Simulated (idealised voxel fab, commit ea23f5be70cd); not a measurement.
Documented hereafter: the process module known as voxel capacitor over wiring.
265 nm wide, 5 nm square cells: that's cross-section cut.
Think of the cross-section as a grid of square cells. We describe it in bands, top to bottom, and each band covers one or more rows of those cells.
First you get the band's top height and its bottom height, in nm, and then the materials it's made of, left to right, with each width in nm. If you see a single material with "all across", that one covers the band edge to edge. "empty" is empty space.
Height 0 is the level under which the wafer as received is all one material. The lowest band goes on downwards, as in "from 0 down".
Width "30->40": first value at the band's top row of cells, second value at its bottom row, equal change from row to row.
Given "nothing got changed" for a step, no cell of the cross-section differs between before and after that step.
Enclosed voids (no open way to top), threshold 8 cells or more, entry "Unvented voids", notation width x height at distance, distance from left edge, nm.
Heads up: the bit after the settings on a step's line is the simulator's remark on that step.
The line of a step may include "overlay nm". On a step with a mask, this value is how far to the right of its planned place the mask lay. A negative value means the mask lay to the left.

The steps planned for the process are as follows
1 RECEIVE with material Si
2 CONFORMAL_DEP with material SiO2, thk nm 10
3 DIRECTIONAL_DEP with material TiN, thk nm 5
4 DIRECTIONAL_DEP with material Ru, thk nm 15
5 PATTERN with tone cover, mask id METAL_1, material resist, width nm 30, pitch nm 100, thk nm 15, overlay nm 0
6 DIRECTIONAL_ETCH with etch materials Ru, depth nm 15
7 DIRECTIONAL_ETCH with etch materials TiN, depth nm 5
8 STRIP with etch materials resist
9 FILL_DEP with material SiO2, thk nm 10
10 CMP with height nm 30
11 CONFORMAL_DEP with material SiCN, thk nm 5
12 DIRECTIONAL_DEP with material SiO2, thk nm 20
13 PATTERN with tone open, mask id PLUG_1, material resist, width nm 15, thk nm 20, overlay nm 0
14 DIRECTIONAL_ETCH with etch materials SiO2, depth nm 20
15 DIRECTIONAL_ETCH with etch materials SiCN, depth nm 5
16 STRIP with etch materials resist
17 CONFORMAL_DEP with material TiN, thk nm 5
18 FILL_DEP with material W, thk nm 5
19 CMP with height nm 55
20 DIRECTIONAL_DEP with material TiN, thk nm 10
21 DIRECTIONAL_DEP with material SiN, thk nm 5
22 DIRECTIONAL_DEP with material TiN, thk nm 5
23 DIRECTIONAL_DEP with material aC, thk nm 10
24 PATTERN with tone cover, mask id UPPER_PLATE, material resist, width nm 75, thk nm 30, overlay nm 0
25 DIRECTIONAL_ETCH with etch materials aC, depth nm 10
26 STRIP with etch materials resist
27 DIRECTIONAL_ETCH with etch materials TiN, depth nm 5
28 DIRECTIONAL_ETCH with etch materials SiN, depth nm 5
29 STRIP with etch materials aC
30 DIRECTIONAL_DEP with material aC, thk nm 15
31 PATTERN with tone cover, mask id LOWER_PLATE, material resist, width nm 85, thk nm 30, overlay nm 0
32 DIRECTIONAL_ETCH with etch materials aC, depth nm 15
33 STRIP with etch materials resist
34 DIRECTIONAL_ETCH with etch materials TiN, depth nm 10
35 STRIP with etch materials aC
36 FILL_DEP with material SiO2, thk nm 15
37 CMP with height nm 85
38 DIRECTIONAL_DEP with material aC, thk nm 15
39 PATTERN with tone open, mask id PLUG_2, material resist, width nm 15, thk nm 30, overlay nm 0
40 DIRECTIONAL_ETCH with etch materials aC, depth nm 15
41 STRIP with etch materials resist
42 DIRECTIONAL_ETCH with etch materials SiO2, depth nm 10
43 STRIP with etch materials aC
44 CONFORMAL_DEP with material TiN, thk nm 5
45 FILL_DEP with material Cu, thk nm 5
46 CMP with height nm 85
47 CONFORMAL_DEP with material SiN, thk nm 5

The first of two wafers, run as planned

Cross-section of the wafer upon arrival, representing the state reached after step 1
	from 0 down | Si all across
	Unvented voids: none

After step 2, in cross-section
	from 10 to 0 | SiO2 all across
	Beneath the level 0, the cross-section is identical to its previous state.

After step 3, in cross-section
	from 15 to 10 | TiN all across
	Beneath the level 10, the cross-section is identical to its previous state.

After step 4, in cross-section
	from 30 to 15 | Ru all across
	Beneath the level 15, the cross-section is identical to its previous state.

After step 5, in cross-section
	from 45 to 30 | empty=65 | resist=30 | empty=70 | resist=30 | empty=70
	Beneath the level 30, the cross-section is identical to its previous state.

After step 6, in cross-section
	from 45 to 30 | empty=65 | resist=30 | empty=70 | resist=30 | empty=70
	from 30 to 15 | empty=65 | Ru=30 | empty=70 | Ru=30 | empty=70
	Beneath the level 15, the cross-section is identical to its previous state.

After step 7, in cross-section
	from 45 to 30 | empty=65 | resist=30 | empty=70 | resist=30 | empty=70
	from 30 to 15 | empty=65 | Ru=30 | empty=70 | Ru=30 | empty=70
	from 15 to 10 | empty=65 | TiN=30 | empty=70 | TiN=30 | empty=70
	Beneath the level 10, the cross-section is identical to its previous state.

After step 8, in cross-section
	from 30 to 15 | empty=65 | Ru=30 | empty=70 | Ru=30 | empty=70
	Beneath the level 15, the cross-section is identical to its previous state.

After step 9, in cross-section
	from 40 to 30 | SiO2 all across
	from 30 to 15 | SiO2=65 | Ru=30 | SiO2=70 | Ru=30 | SiO2=70
	from 15 to 10 | SiO2=65 | TiN=30 | SiO2=70 | TiN=30 | SiO2=70
	Beneath the level 10, the cross-section is identical to its previous state.

After step 10, in cross-section
	from 30 to 15 | SiO2=65 | Ru=30 | SiO2=70 | Ru=30 | SiO2=70
	Beneath the level 15, the cross-section is identical to its previous state.

After step 11, in cross-section
	from 35 to 30 | SiCN all across
	Beneath the level 30, the cross-section is identical to its previous state.

After step 12, in cross-section
	from 55 to 35 | SiO2 all across
	Beneath the level 35, the cross-section is identical to its previous state.

After step 13, in cross-section
	from 75 to 55 | resist=80 | empty=15 | resist=170
	Beneath the level 55, the cross-section is identical to its previous state.

After step 14, in cross-section
	from 75 to 55 | resist=80 | empty=15 | resist=170
	from 55 to 35 | SiO2=80 | empty=15 | SiO2=170
	Beneath the level 35, the cross-section is identical to its previous state.

After step 15, in cross-section
	from 75 to 55 | resist=80 | empty=15 | resist=170
	from 55 to 35 | SiO2=80 | empty=15 | SiO2=170
	from 35 to 30 | SiCN=80 | empty=15 | SiCN=170
	Beneath the level 30, the cross-section is identical to its previous state.

After step 16, in cross-section
	from 55 to 35 | SiO2=80 | empty=15 | SiO2=170
	Beneath the level 35, the cross-section is identical to its previous state.

After step 17, in cross-section
	from 60 to 55 | TiN=85 | empty=5 | TiN=175
	from 55 to 35 | SiO2=80 | TiN=5 | empty=5 | TiN=5 | SiO2=170
	from 35 to 30 | SiCN=80 | TiN=15 | SiCN=170
	Beneath the level 30, the cross-section is identical to its previous state.

After step 18, in cross-section
	from 65 to 60 | W all across
	from 60 to 55 | TiN=85 | W=5 | TiN=175
	from 55 to 35 | SiO2=80 | TiN=5 | W=5 | TiN=5 | SiO2=170
	Beneath the level 35, the cross-section is identical to its previous state.

After step 19, in cross-section
	from 55 to 35 | SiO2=80 | TiN=5 | W=5 | TiN=5 | SiO2=170
	Beneath the level 35, the cross-section is identical to its previous state.

After step 20, in cross-section
	from 65 to 55 | TiN all across
	Beneath the level 55, the cross-section is identical to its previous state.

After step 21, in cross-section
	from 70 to 65 | SiN all across
	Beneath the level 65, the cross-section is identical to its previous state.

After step 22, in cross-section
	from 75 to 70 | TiN all across
	Beneath the level 70, the cross-section is identical to its previous state.

After step 23, in cross-section
	from 85 to 75 | aC all across
	Beneath the level 75, the cross-section is identical to its previous state.

After step 24, in cross-section
	from 115 to 85 | empty=80 | resist=75 | empty=110
	Beneath the level 85, the cross-section is identical to its previous state.

After step 25, in cross-section
	from 105 to 85 | empty=80 | resist=75 | empty=110
	from 85 to 75 | empty=80 | aC=75 | empty=110
	Beneath the level 75, the cross-section is identical to its previous state.

After step 26, in cross-section
	from 85 to 75 | empty=80 | aC=75 | empty=110
	Beneath the level 75, the cross-section is identical to its previous state.

After step 27, in cross-section
	from 85 to 75 | empty=80 | aC=75 | empty=110
	from 75 to 70 | empty=80 | TiN=75 | empty=110
	Beneath the level 70, the cross-section is identical to its previous state.

After step 28, in cross-section
	from 85 to 75 | empty=80 | aC=75 | empty=110
	from 75 to 70 | empty=80 | TiN=75 | empty=110
	from 70 to 65 | empty=80 | SiN=75 | empty=110
	Beneath the level 65, the cross-section is identical to its previous state.

After step 29, in cross-section
	from 75 to 70 | empty=80 | TiN=75 | empty=110
	Beneath the level 70, the cross-section is identical to its previous state.

After step 30, in cross-section
	from 90 to 80 | empty=80 | aC=75 | empty=110
	from 80 to 75 | aC all across
	from 75 to 70 | aC=80 | TiN=75 | aC=110
	from 70 to 65 | aC=80 | SiN=75 | aC=110
	Beneath the level 65, the cross-section is identical to its previous state.

After step 31, in cross-section
	from 120 to 90 | empty=75 | resist=85 | empty=105
	from 90 to 80 | empty=75 | resist=5 | aC=75 | resist=5 | empty=105
	Beneath the level 80, the cross-section is identical to its previous state.

After step 32, in cross-section
	from 105 to 90 | empty=75 | resist=85 | empty=105
	from 90 to 80 | empty=75 | resist=5 | aC=75 | resist=5 | empty=105
	from 80 to 75 | empty=75 | aC=85 | empty=105
	from 75 to 70 | empty=75 | aC=5 | TiN=75 | aC=5 | empty=105
	from 70 to 65 | empty=75 | aC=5 | SiN=75 | aC=5 | empty=105
	Beneath the level 65, the cross-section is identical to its previous state.

After step 33, in cross-section
	from 90 to 80 | empty=80 | aC=75 | empty=110
	Beneath the level 80, the cross-section is identical to its previous state.

After step 34, in cross-section
	from 90 to 80 | empty=80 | aC=75 | empty=110
	from 80 to 75 | empty=75 | aC=85 | empty=105
	from 75 to 70 | empty=75 | aC=5 | TiN=75 | aC=5 | empty=105
	from 70 to 65 | empty=75 | aC=5 | SiN=75 | aC=5 | empty=105
	from 65 to 55 | empty=75 | TiN=85 | empty=105
	Beneath the level 55, the cross-section is identical to its previous state.

After step 35, in cross-section
	from 75 to 70 | empty=80 | TiN=75 | empty=110
	from 70 to 65 | empty=80 | SiN=75 | empty=110
	Beneath the level 65, the cross-section is identical to its previous state.

After step 36, in cross-section
	from 90 to 75 | SiO2 all across
	from 75 to 70 | SiO2=80 | TiN=75 | SiO2=110
	from 70 to 65 | SiO2=80 | SiN=75 | SiO2=110
	from 65 to 55 | SiO2=75 | TiN=85 | SiO2=105
	Beneath the level 55, the cross-section is identical to its previous state.

After step 37, in cross-section
	from 85 to 75 | SiO2 all across
	Beneath the level 75, the cross-section is identical to its previous state.

After step 38, in cross-section
	from 100 to 85 | aC all across
	Beneath the level 85, the cross-section is identical to its previous state.

After step 39, in cross-section
	from 130 to 100 | resist=90 | empty=15 | resist=160
	Beneath the level 100, the cross-section is identical to its previous state.

After step 40, in cross-section
	from 115 to 100 | resist=90 | empty=15 | resist=160
	from 100 to 85 | aC=90 | empty=15 | aC=160
	Beneath the level 85, the cross-section is identical to its previous state.

After step 41, in cross-section
	from 100 to 85 | aC=90 | empty=15 | aC=160
	Beneath the level 85, the cross-section is identical to its previous state.

After step 42, in cross-section
	from 100 to 85 | aC=90 | empty=15 | aC=160
	from 85 to 75 | SiO2=90 | empty=15 | SiO2=160
	Beneath the level 75, the cross-section is identical to its previous state.

After step 43, in cross-section
	from 85 to 75 | SiO2=90 | empty=15 | SiO2=160
	Beneath the level 75, the cross-section is identical to its previous state.

After step 44, in cross-section
	from 90 to 85 | TiN=95 | empty=5 | TiN=165
	from 85 to 80 | SiO2=90 | TiN=5 | empty=5 | TiN=5 | SiO2=160
	from 80 to 70 | SiO2=90->80 | TiN=15->75 | SiO2=160->110
	Beneath the level 70, the cross-section is identical to its previous state.

After step 45, in cross-section
	from 95 to 90 | Cu all across
	from 90 to 85 | TiN=95 | Cu=5 | TiN=165
	from 85 to 80 | SiO2=90 | TiN=5 | Cu=5 | TiN=5 | SiO2=160
	Beneath the level 80, the cross-section is identical to its previous state.

After step 46, in cross-section
	from 85 to 80 | SiO2=90 | TiN=5 | Cu=5 | TiN=5 | SiO2=160
	Beneath the level 80, the cross-section is identical to its previous state.

After step 47, in cross-section
	from 90 to 85 | SiN all across
	Beneath the level 85, the cross-section is identical to its previous state.

Second wafer: same start and same plan as the first, one execution error; identical to the first through step 10

X-section, second wafer, when step 11 was due to finish
	from 50 to 30 | SiO2 all across
	Beneath the level 30, the cross-section is identical to its previous state.

X-section, second wafer, when step 12 was due to finish
	from 55 to 50 | SiCN all across
	Beneath the level 50, the cross-section is identical to its previous state.

X-section, second wafer, when step 13 was due to finish
	from 75 to 55 | resist=80 | empty=15 | resist=170
	Beneath the level 55, the cross-section is identical to its previous state.

X-section, second wafer, when step 14 was due to finish: nothing got changed

X-section, second wafer, when step 15 was due to finish
	from 75 to 55 | resist=80 | empty=15 | resist=170
	from 55 to 50 | SiCN=80 | empty=15 | SiCN=170
	Beneath the level 50, the cross-section is identical to its previous state.

X-section, second wafer, when step 16 was due to finish
	from 55 to 50 | SiCN=80 | empty=15 | SiCN=170
	Beneath the level 50, the cross-section is identical to its previous state.

X-section, second wafer, when step 17 was due to finish
	from 60 to 55 | TiN=85 | empty=5 | TiN=175
	from 55 to 50 | SiCN=80 | TiN=15 | SiCN=170
	Beneath the level 50, the cross-section is identical to its previous state.

X-section, second wafer, when step 18 was due to finish
	from 65 to 60 | W all across
	from 60 to 55 | TiN=85 | W=5 | TiN=175
	Beneath the level 55, the cross-section is identical to its previous state.

X-section, second wafer, when step 19 was due to finish
	from 55 to 50 | SiCN=80 | TiN=15 | SiCN=170
	Beneath the level 50, the cross-section is identical to its previous state.

X-section, second wafer, when step 20 was due to finish
	from 65 to 55 | TiN all across
	Beneath the level 55, the cross-section is identical to its previous state.

X-section, second wafer, when step 21 was due to finish
	from 70 to 65 | SiN all across
	Beneath the level 65, the cross-section is identical to its previous state.

X-section, second wafer, when step 22 was due to finish
	from 75 to 70 | TiN all across
	Beneath the level 70, the cross-section is identical to its previous state.

X-section, second wafer, when step 23 was due to finish
	from 85 to 75 | aC all across
	Beneath the level 75, the cross-section is identical to its previous state.

X-section, second wafer, when step 24 was due to finish
	from 115 to 85 | empty=80 | resist=75 | empty=110
	Beneath the level 85, the cross-section is identical to its previous state.

X-section, second wafer, when step 25 was due to finish
	from 105 to 85 | empty=80 | resist=75 | empty=110
	from 85 to 75 | empty=80 | aC=75 | empty=110
	Beneath the level 75, the cross-section is identical to its previous state.

X-section, second wafer, when step 26 was due to finish
	from 85 to 75 | empty=80 | aC=75 | empty=110
	Beneath the level 75, the cross-section is identical to its previous state.

X-section, second wafer, when step 27 was due to finish
	from 85 to 75 | empty=80 | aC=75 | empty=110
	from 75 to 70 | empty=80 | TiN=75 | empty=110
	Beneath the level 70, the cross-section is identical to its previous state.

X-section, second wafer, when step 28 was due to finish
	from 85 to 75 | empty=80 | aC=75 | empty=110
	from 75 to 70 | empty=80 | TiN=75 | empty=110
	from 70 to 65 | empty=80 | SiN=75 | empty=110
	Beneath the level 65, the cross-section is identical to its previous state.

X-section, second wafer, when step 29 was due to finish
	from 75 to 70 | empty=80 | TiN=75 | empty=110
	Beneath the level 70, the cross-section is identical to its previous state.

X-section, second wafer, when step 30 was due to finish
	from 90 to 80 | empty=80 | aC=75 | empty=110
	from 80 to 75 | aC all across
	from 75 to 70 | aC=80 | TiN=75 | aC=110
	from 70 to 65 | aC=80 | SiN=75 | aC=110
	Beneath the level 65, the cross-section is identical to its previous state.

X-section, second wafer, when step 31 was due to finish
	from 120 to 90 | empty=75 | resist=85 | empty=105
	from 90 to 80 | empty=75 | resist=5 | aC=75 | resist=5 | empty=105
	Beneath the level 80, the cross-section is identical to its previous state.

X-section, second wafer, when step 32 was due to finish
	from 105 to 90 | empty=75 | resist=85 | empty=105
	from 90 to 80 | empty=75 | resist=5 | aC=75 | resist=5 | empty=105
	from 80 to 75 | empty=75 | aC=85 | empty=105
	from 75 to 70 | empty=75 | aC=5 | TiN=75 | aC=5 | empty=105
	from 70 to 65 | empty=75 | aC=5 | SiN=75 | aC=5 | empty=105
	Beneath the level 65, the cross-section is identical to its previous state.

X-section, second wafer, when step 33 was due to finish
	from 90 to 80 | empty=80 | aC=75 | empty=110
	Beneath the level 80, the cross-section is identical to its previous state.

X-section, second wafer, when step 34 was due to finish
	from 90 to 80 | empty=80 | aC=75 | empty=110
	from 80 to 75 | empty=75 | aC=85 | empty=105
	from 75 to 70 | empty=75 | aC=5 | TiN=75 | aC=5 | empty=105
	from 70 to 65 | empty=75 | aC=5 | SiN=75 | aC=5 | empty=105
	from 65 to 55 | empty=75 | TiN=85 | empty=105
	Beneath the level 55, the cross-section is identical to its previous state.

X-section, second wafer, when step 35 was due to finish
	from 75 to 70 | empty=80 | TiN=75 | empty=110
	from 70 to 65 | empty=80 | SiN=75 | empty=110
	Beneath the level 65, the cross-section is identical to its previous state.

X-section, second wafer, when step 36 was due to finish
	from 90 to 75 | SiO2 all across
	from 75 to 70 | SiO2=80 | TiN=75 | SiO2=110
	from 70 to 65 | SiO2=80 | SiN=75 | SiO2=110
	from 65 to 55 | SiO2=75 | TiN=85 | SiO2=105
	Beneath the level 55, the cross-section is identical to its previous state.

X-section, second wafer, when step 37 was due to finish
	from 85 to 75 | SiO2 all across
	Beneath the level 75, the cross-section is identical to its previous state.

X-section, second wafer, when step 38 was due to finish
	from 100 to 85 | aC all across
	Beneath the level 85, the cross-section is identical to its previous state.

X-section, second wafer, when step 39 was due to finish
	from 130 to 100 | resist=90 | empty=15 | resist=160
	Beneath the level 100, the cross-section is identical to its previous state.

X-section, second wafer, when step 40 was due to finish
	from 115 to 100 | resist=90 | empty=15 | resist=160
	from 100 to 85 | aC=90 | empty=15 | aC=160
	Beneath the level 85, the cross-section is identical to its previous state.

X-section, second wafer, when step 41 was due to finish
	from 100 to 85 | aC=90 | empty=15 | aC=160
	Beneath the level 85, the cross-section is identical to its previous state.

X-section, second wafer, when step 42 was due to finish
	from 100 to 85 | aC=90 | empty=15 | aC=160
	from 85 to 75 | SiO2=90 | empty=15 | SiO2=160
	Beneath the level 75, the cross-section is identical to its previous state.

X-section, second wafer, when step 43 was due to finish
	from 85 to 75 | SiO2=90 | empty=15 | SiO2=160
	Beneath the level 75, the cross-section is identical to its previous state.

X-section, second wafer, when step 44 was due to finish
	from 90 to 85 | TiN=95 | empty=5 | TiN=165
	from 85 to 80 | SiO2=90 | TiN=5 | empty=5 | TiN=5 | SiO2=160
	from 80 to 70 | SiO2=90->80 | TiN=15->75 | SiO2=160->110
	Beneath the level 70, the cross-section is identical to its previous state.

X-section, second wafer, when step 45 was due to finish
	from 95 to 90 | Cu all across
	from 90 to 85 | TiN=95 | Cu=5 | TiN=165
	from 85 to 80 | SiO2=90 | TiN=5 | Cu=5 | TiN=5 | SiO2=160
	Beneath the level 80, the cross-section is identical to its previous state.

X-section, second wafer, when step 46 was due to finish
	from 85 to 80 | SiO2=90 | TiN=5 | Cu=5 | TiN=5 | SiO2=160
	Beneath the level 80, the cross-section is identical to its previous state.

X-section, second wafer, when step 47 was due to finish
	from 90 to 85 | SiN all across
	Beneath the level 85, the cross-section is identical to its previous state.
Nonconformance to the process plan: plan steps 11 and 12 run swapped
Final cells, second wafer relative to first, materials higher or lower: SiO2: 12 more | TiN: 8 fewer | W: 4 fewer
